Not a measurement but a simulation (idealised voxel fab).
The process module that follows is named voxel spacer lines.
Section cut is 285 nm wide and gridded with 5 nm square cells.
A cross-section is a grid of square cells, given in bands from the top down. A band is one or more rows of cells.
Within each band entry, the heights of the top and of the bottom of the band appear first, in that order and in nm; the materials of the band then follow from left to right, each with its corresponding width in nm. The designation "all across" on a single material indicates that it fills the band from edge to edge; the designation "blank" indicates empty space.
For the purposes of this specification, 0 denotes the height below which the wafer in its as-received condition is composed wholly of one material, and the lowermost band, lacking a lower limit, extends downward without end, as expressed in "z 0 and below".
Per-row width for "30->40": begins at first number (top row of band), ends at second number (bottom row), increment between rows held constant.
You'll sometimes find "remained the same" written for a step, and that's the way of saying that nowhere in the cross-section did a cell change during that step.
Entrapped voids: empty space of 8 cells or more with no open way to the top, each as width x height at its distance from the left edge, in nm
Heads up: the bit after the settings on a step's line is the simulator's remark on that step.
You can add "overlay nm" to a step's line. For a step with a mask, it describes how far the mask lay to the right of its planned position, and a negative number describes a lay to the left.

[The planned process steps are enumerated hereunder]
1 RECEIVE with material Si
2 CONFORMAL_DEP with material Al2O3, thk nm 10
3 DIRECTIONAL_DEP with material W, thk nm 10
4 DIRECTIONAL_DEP with material aC, thk nm 30
5 PATTERN with tone cover, mask id MANDREL, material resist, width nm 25, pitch nm 80, thk nm 35, overlay nm 0
6 DIRECTIONAL_ETCH with etch materials aC, depth nm 30
7 STRIP with etch materials resist
8 CONFORMAL_DEP with material SiO2, thk nm 15
9 DIRECTIONAL_ETCH with etch materials SiO2, depth nm 15
10 STRIP with etch materials aC
11 DIRECTIONAL_ETCH with etch materials W, depth nm 10
12 STRIP with etch materials SiO2

[This is the cross-section of the wafer as we received it, i.e. after step 1]
* z 0 and below = Si all across
* Entrapped voids: none

[Here's the wafer cut in cross-section after the module, started and planned just like above, except one thing was done wrong in the run]
* z 10 to 0 = blank 75 / W 15 / blank 25 / W 15 / blank 25 / W 15 / blank 25 / W 15 / blank 75
* z 0 and below = Si all across
* Entrapped voids: none
Nonconformance to the process plan: plan step 2 never ran because it was skipped
